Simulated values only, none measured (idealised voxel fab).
The document below concerns the process module designated voxel wiring stack.
Cross-section cut spans 295 nm and uses square cells 5 nm in size.
A cross-section is written here as square cells arranged in a grid, and it is given in bands from the top down, each band taking up one or more rows of cells. Heights first: top, then bottom, in nm. Then materials, left to right, each with a width in nm. "edge to edge" on a single material: fills the band edge to edge. "empty": empty space. Heights from 0 (as-received wafer is one material below). Bottom band endless downward, as "0 nm and below". Per-row width for "30 to 40": begins at first number (top row of band), ends at second number (bottom row), increment between rows held constant. Basically "everything unchanged" means that step didn't change any cell in the cross-section. Closed-off voids: empty space of 8 cells or more with no open way to the top, each as width x height at its distance from the left edge, in nm. On a step's line, text after the settings is the simulator commenting on that step. On any step carrying a mask, the "overlay nm" setting, if present on the step's line, tells how far right of its planned place the mask lay; negative values point to the left.

INTENDED PROCESS STEPS
step 1: RECEIVE,material Si
step 2: CONFORMAL_DEP,material SiO2,thk nm 10
step 3: CONFORMAL_DEP,material SiCN,thk nm 5
step 4: DIRECTIONAL_DEP,material lowk,thk nm 25
step 5: PATTERN,tone open,mask id METAL_1,material resist,width nm 25,pitch nm 45,thk nm 15,overlay nm 0
step 6: DIRECTIONAL_ETCH,etch materials lowk,depth nm 25
step 7: DIRECTIONAL_ETCH,etch materials SiCN,depth nm 5
step 8: STRIP,etch materials resist
step 9: CONFORMAL_DEP,material TiN,thk nm 5
step 10: FILL_DEP,material Cu,thk nm 5
step 11: CMP,height nm 40
step 12: CONFORMAL_DEP,material SiCN,thk nm 5
step 13: DIRECTIONAL_DEP,material lowk,thk nm 15
step 14: DIRECTIONAL_DEP,material aC,thk nm 15
step 15: PATTERN,tone open,mask id PLUG_1,material resist,width nm 15,thk nm 35,overlay nm 0
step 16: DIRECTIONAL_ETCH,etch materials aC,depth nm 15
step 17: STRIP,etch materials resist
step 18: DIRECTIONAL_ETCH,etch materials lowk,depth nm 15
step 19: DIRECTIONAL_ETCH,etch materials SiCN,depth nm 5
step 20: STRIP,etch materials aC
step 21: EPI,material Ru,thk nm 10
step 22: EPI,material Ru,thk nm 10
step 23: CONFORMAL_DEP,material SiCN,thk nm 5
step 24: DIRECTIONAL_DEP,material lowk,thk nm 15
step 25: PATTERN,tone open,mask id METAL_2,material resist,width nm 25,pitch nm 45,thk nm 20,overlay nm 0
step 26: DIRECTIONAL_ETCH,etch materials lowk,depth nm 15
step 27: DIRECTIONAL_ETCH,etch materials SiCN,depth nm 5
step 28: STRIP,etch materials resist
step 29: CONFORMAL_DEP,material TiN,thk nm 5
step 30: FILL_DEP,material Ru,thk nm 5
step 31: CMP,height nm 80
step 32: CONFORMAL_DEP,material SiCN,thk nm 5
step 33: DIRECTIONAL_DEP,material SiO2,thk nm 20
step 34: PATTERN,tone open,mask id PLUG_2,material resist,width nm 15,thk nm 20,overlay nm -15
step 35: DIRECTIONAL_ETCH,etch materials SiO2,depth nm 20
step 36: DIRECTIONAL_ETCH,etch materials SiCN,depth nm 5
step 37: STRIP,etch materials resist
step 38: CONFORMAL_DEP,material TiN,thk nm 5
step 39: FILL_DEP,material Cu,thk nm 5
step 40: CMP,height nm 105
step 41: DIRECTIONAL_DEP,material TiN,thk nm 5
step 42: DIRECTIONAL_DEP,material Ru,thk nm 25
step 43: DIRECTIONAL_DEP,material aC,thk nm 10
step 44: PATTERN,tone cover,mask id METAL_3,material resist,width nm 25,pitch nm 45,thk nm 25,overlay nm 0
step 45: DIRECTIONAL_ETCH,etch materials aC,depth nm 10
step 46: STRIP,etch materials resist
step 47: DIRECTIONAL_ETCH,etch materials Ru,depth nm 25
step 48: DIRECTIONAL_ETCH,etch materials TiN,depth nm 5
step 49: STRIP,etch materials aC
step 50: CONFORMAL_DEP,material SiN,thk nm 5
step 51: FILL_DEP,material SiO2,thk nm 5
step 52: CMP,height nm 135
step 53: CONFORMAL_DEP,material SiN,thk nm 5
Wafer-to-wafer difference: overlay nm, step 34. Common start. Plan = first wafer's value.

CROSS-SECTION, FIRST OF SEVERAL WAFERS, AS DELIVERED AFTER STEP 1
    0 nm and below  Si edge to edge
    Closed-off voids: none

DEPICTED HERE IS THE FIRST OF SEVERAL WAFERS IN CROSS-SECTION, AT MODULE COMPLETION FOLLOWING THE LAST STEP, STEP 53
    140 nm to 135 nm  SiN edge to edge
    135 nm to 110 nm  SiO2=105 | SiN=5 | Ru=25 | SiN=5 | SiO2=10 | SiN=5 | Ru=25 | SiN=5 | SiO2=110
    110 nm to 105 nm  SiN=110 | TiN=25 | SiN=20 | TiN=25 | SiN=115
    105 nm to 85 nm  SiO2=95 | TiN=5 | Cu=5 | TiN=5 | SiO2=185
    85 nm to 80 nm  SiCN=95 | TiN=15 | SiCN=185
    80 nm to 65 nm  lowk=110 | TiN=5 | Ru=15 | TiN=5 | lowk=20 | TiN=5 | Ru=15 | TiN=5 | lowk=115
    65 nm to 60 nm  SiCN=110 | TiN=25 | SiCN=20 | TiN=25 | SiCN=115
    60 nm to 45 nm  lowk=110 | Ru=15 | lowk=170
    45 nm to 40 nm  SiCN=110 | Ru=15 | SiCN=170
    40 nm to 15 nm  lowk=110 | TiN=5 | Cu=15 | TiN=5 | lowk=20 | TiN=5 | Cu=15 | TiN=5 | lowk=115
    15 nm to 10 nm  SiCN=110 | TiN=25 | SiCN=20 | TiN=25 | SiCN=115
    10 nm to 0 nm  SiO2 edge to edge
    0 nm and below  Si edge to edge
    Closed-off voids: none

LAST-WAFER CROSS-SECTION AT THE END OF THE MODULE
    140 nm to 135 nm  SiN edge to edge
    135 nm to 110 nm  SiO2=105 | SiN=5 | Ru=25 | SiN=5 | SiO2=10 | SiN=5 | Ru=25 | SiN=5 | SiO2=110
    110 nm to 105 nm  SiN=110 | TiN=25 | SiN=20 | TiN=25 | SiN=115
    105 nm to 85 nm  SiO2=125 | TiN=5 | Cu=5 | TiN=5 | SiO2=155
    85 nm to 80 nm  SiCN=125 | TiN=15 | SiCN=155
    80 nm to 65 nm  lowk=110 | TiN=5 | Ru=15 | TiN=5 | lowk=20 | TiN=5 | Ru=15 | TiN=5 | lowk=115
    65 nm to 60 nm  SiCN=110 | TiN=25 | SiCN=20 | TiN=25 | SiCN=115
    60 nm to 45 nm  lowk=110 | Ru=15 | lowk=170
    45 nm to 40 nm  SiCN=110 | Ru=15 | SiCN=170
    40 nm to 15 nm  lowk=110 | TiN=5 | Cu=15 | TiN=5 | lowk=20 | TiN=5 | Cu=15 | TiN=5 | lowk=115
    15 nm to 10 nm  SiCN=110 | TiN=25 | SiCN=20 | TiN=25 | SiCN=115
    10 nm to 0 nm  SiO2 edge to edge
    0 nm and below  Si edge to edge
    Closed-off voids: none

WHAT FOLLOWS IS A TABLE IN WHICH EACH WAFER OCCUPIES A ROW; FOR THE WAFER AS IT STANDS AT THE CLOSE OF THE MODULE, THE ROW STATES, MATERIAL BY MATERIAL, HOW MANY CELLS HAVE BEEN GAINED (+) OR LOST (-) SINCE RECEIPT, AND THEN GIVES ITS CLOSED VOIDS
overlay nm -15, +34 Cu, +80 Ru, +210 SiCN, +128 SiN, +567 SiO2, +73 TiN, +560 lowk, Closed-off voids: none
overlay nm -10, +34 Cu, +80 Ru, +210 SiCN, +128 SiN, +567 SiO2, +73 TiN, +560 lowk, Closed-off voids: none
overlay nm -5, +34 Cu, +80 Ru, +210 SiCN, +128 SiN, +567 SiO2, +73 TiN, +560 lowk, Closed-off voids: none
overlay nm 0, +34 Cu, +80 Ru, +210 SiCN, +128 SiN, +567 SiO2, +73 TiN, +560 lowk, Closed-off voids: none
overlay nm 5, +34 Cu, +80 Ru, +210 SiCN, +128 SiN, +567 SiO2, +73 TiN, +560 lowk, Closed-off voids: none
overlay nm 10, +34 Cu, +80 Ru, +210 SiCN, +128 SiN, +567 SiO2, +73 TiN, +560 lowk, Closed-off voids: none
overlay nm 15, +34 Cu, +80 Ru, +210 SiCN, +128 SiN, +567 SiO2, +73 TiN, +560 lowk, Closed-off voids: none
